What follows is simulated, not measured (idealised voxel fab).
Process module under the name voxel gate over fins
Cross-section cut: width 275 nm, square cells of 5 nm.
Just so we're on the same page, the cross-sections are grids of square cells, and they're listed out in bands top to bottom, each band one or more rows deep. In this notation a band is specified by the heights of its top and bottom, in that order and in nm, after which its materials appear from left to right, each paired with its width in nm. The word "throughout" attached to a single material means that material fills the band from edge to edge; the word "empty" stands for empty space. Where do heights start? At 0: under that level the wafer as delivered is made of one material only. And the lowest band has no floor; it just carries on downward, as in "0..down". A width such as "30 to 40" changes by the same amount from each row of cells to the next, from the band's top row to its bottom row. Take "all unchanged" at face value: in the step it is given for, the cross-section changed in none of its cells. Closed empty spaces (no open way to the top) of 8 cells or more are what "Enclosed void catalog" lists, each as width x height at distance from the left edge, nm for all three. It should be noted that, on the line of a given step, the content following the step's settings is a remark produced by the simulator itself with respect to that step. "overlay nm" on a masked step: distance the mask lay right of its planned place, negative for left.

[Planned process steps]
1 op RECEIVE | material Si
2 op CONFORMAL_DEP | material SiN | thk nm 10
3 op PATTERN | tone cover | mask id FINS | material resist | width nm 15 | pitch nm 60 | thk nm 15 | overlay nm 0
4 op DIRECTIONAL_ETCH | etch materials SiN | depth nm 10
5 op DIRECTIONAL_ETCH | etch materials Si | depth nm 30
6 op STRIP | etch materials resist
7 op OXIDIZE | depth nm 5
8 op FILL_DEP | material SiO2 | thk nm 5
9 op CMP | height nm 10
10 op MASKED_ETCH | tone open | mask id RAIL | width nm 15 | etch materials SiO2 | depth nm 35 | overlay nm 0
11 op CONFORMAL_DEP | material TiN | thk nm 5
12 op FILL_DEP | material W | thk nm 5
13 op CMP | height nm 10
14 op SELECTIVE_ETCH | etch materials W Ru TiN | depth nm 30
15 op FILL_DEP | material SiO2 | thk nm 5
16 op CMP | height nm 10
17 op SELECTIVE_ETCH | etch materials SiO2 | depth nm 25
18 op STRIP | etch materials SiN
19 op CONFORMAL_DEP | material HfO2 | thk nm 5
20 op CONFORMAL_DEP | material TiN | thk nm 5
21 op CONFORMAL_DEP | material TiAl | thk nm 5
22 op CONFORMAL_DEP | material TiN | thk nm 5
23 op FILL_DEP | material W | thk nm 15
24 op CMP | height nm 30
25 op CONFORMAL_DEP | material SiCN | thk nm 5

[The cross-section here shows the wafer as received, i.e. in its state after step 1]
    0..down: Si throughout
    Enclosed void catalog: none

[Post-module cross-section: identical start and plan to those above, one misstep in execution]
    35..30: SiCN throughout
    30..20: W throughout
    20..15: 50 of W; 45 of TiN; 15 of W; 45 of TiN; 15 of W; 45 of TiN; 60 of W
    15..10: 50 of W; 5 of TiN; 35 of TiAl; 5 of TiN; 15 of W; 5 of TiN; 35 of TiAl; 5 of TiN; 15 of W; 5 of TiN; 35 of TiAl; 5 of TiN; 60 of W
    10..5: 50 of W; 5 of TiN; 5 of TiAl; 25 of TiN; 5 of TiAl; 5 of TiN; 15 of W; 5 of TiN; 5 of TiAl; 25 of TiN; 5 of TiAl; 5 of TiN; 15 of W; 5 of TiN; 5 of TiAl; 25 of TiN; 5 of TiAl; 5 of TiN; 60 of W
    5..0: 55 of TiN; 5 of TiAl; 5 of TiN; 15 of HfO2; 5 of TiN; 5 of TiAl; 25 of TiN; 5 of TiAl; 5 of TiN; 15 of HfO2; 5 of TiN; 5 of TiAl; 25 of TiN; 5 of TiAl; 5 of TiN; 15 of HfO2; 5 of TiN; 5 of TiAl; 65 of TiN
    0..-5: 60 of TiAl; 5 of TiN; 5 of HfO2; 5 of Si; 5 of HfO2; 5 of TiN; 35 of TiAl; 5 of TiN; 5 of HfO2; 5 of Si; 5 of HfO2; 5 of TiN; 35 of TiAl; 5 of TiN; 5 of HfO2; 5 of Si; 5 of HfO2; 5 of TiN; 70 of TiAl
    -5..-10: 65 of TiN; 5 of HfO2; 5 of Si; 5 of HfO2; 45 of TiN; 5 of HfO2; 5 of Si; 5 of HfO2; 45 of TiN; 5 of HfO2; 5 of Si; 5 of HfO2; 75 of TiN
    -10..-15: 70 of HfO2; 5 of Si; 55 of HfO2; 5 of Si; 55 of HfO2; 5 of Si; 80 of HfO2
    -15..-20: 70 of SiO2; 5 of Si; 55 of SiO2; 5 of Si; 55 of SiO2; 5 of Si; 80 of SiO2
    -20..-25: 70 of SiO2; 5 of Si; 25 of SiO2; 15 of TiN; 15 of SiO2; 5 of Si; 55 of SiO2; 5 of Si; 80 of SiO2
    -25..-35: 70 of SiO2; 5 of Si; 55 of SiO2; 5 of Si; 55 of SiO2; 5 of Si; 80 of SiO2
    -35..down: Si throughout
    Enclosed void catalog: none
what went wrong: step 3 was processed under conditions differing from the plan, specifically as op PATTERN | tone cover | mask id FINS | material resist | width nm 15 | pitch nm 60 | thk nm 15 | overlay nm -5
